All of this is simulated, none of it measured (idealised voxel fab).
process module | voxel fin reveal
Section cut is 240 nm wide and gridded with 5 nm square cells.
We lay out every cross-section as a grid of square cells and spell it out in bands from the top down, where one band means one or more rows of cells.
Band entry format. Leading values: height of top, height of bottom, nm. Remainder: materials in left-to-right order, each with its width in nm. Special words: "edge to edge" on a single material, which then fills the band edge to edge; "blank", empty space.
Heads up on the height convention: 0 is the point under which the incoming wafer is all one material, and the lowest band has no bottom, it just keeps going down, like "0..down".
A two-number width, for instance "30->40", indicates that the width is equal to the first number in the top row of the band and to the second number in the bottom row, and that it changes by a constant amount per row of cells.
The designation "nothing changed", where it is given for a processing step, indicates that no cell of the cross-section was altered in the course of that step.
The entry "Enclosed empty spaces" lists the empty spaces that cover at least 8 cells and have no open path to the top. Each is written as width x height at distance, where the distance is measured from the left edge and all three values are in nm.
Heads up: the bit after the settings on a step's line is the simulator's remark on that step.
You can add "overlay nm" to a step's line. For a step with a mask, it describes how far the mask lay to the right of its planned position, and a negative number describes a lay to the left.
# Steps planned for the process
1 op RECEIVE | material Si
2 op CONFORMAL_DEP | material SiN | thk nm 5
3 op MASKED_ETCH | tone cover | mask id FINS | width nm 15 | pitch nm 45 | etch materials SiN | depth nm 5 | overlay nm 0
4 op MASKED_ETCH | tone cover | mask id FINS | width nm 15 | pitch nm 45 | etch materials Si | depth nm 35 | overlay nm 0
5 op OXIDIZE | depth nm 5
6 op FILL_DEP | material SiO2 | thk nm 10
7 op CMP | height nm 5
8 op SELECTIVE_ETCH | etch materials SiO2 | depth nm 15
9 op STRIP | etch materials SiN
# Step 1 complete: cross-section of the wafer as received
0..down | Si edge to edge
Enclosed empty spaces: none
# Here's the cross-section of the first of our two wafers at the end of the module - it ran as planned
0..-10 | 50 nm blank; 5 nm Si; 40 nm blank; 5 nm Si; 40 nm blank; 5 nm Si; 40 nm blank; 5 nm Si; 50 nm blank
-10..-40 | 50 nm SiO2; 5 nm Si; 40 nm SiO2; 5 nm Si; 40 nm SiO2; 5 nm Si; 40 nm SiO2; 5 nm Si; 50 nm SiO2
-40..down | Si edge to edge
Enclosed empty spaces: none
# Cross-section of the latter of the two wafers at module completion. It had an identical start and an identical plan to the former; in running it, one mistake was made
0..-5 | 40 nm Si; 25 nm blank; 20 nm Si; 25 nm blank; 20 nm Si; 25 nm blank; 20 nm Si; 25 nm blank; 40 nm Si
-5..down | Si edge to edge
Enclosed empty spaces: none
Misprocessing identified: the process deviated at step 3: the operation and settings actually run there were op MASKED_ETCH | tone open | mask id FINS | width nm 15 | pitch nm 45 | etch materials SiN | depth nm 5 | overlay nm 0
Upon completion, the second wafer contains, in terms of cells, a greater or smaller amount of certain materials than the first wafer: Si: 332 more | SiO2: 264 fewer
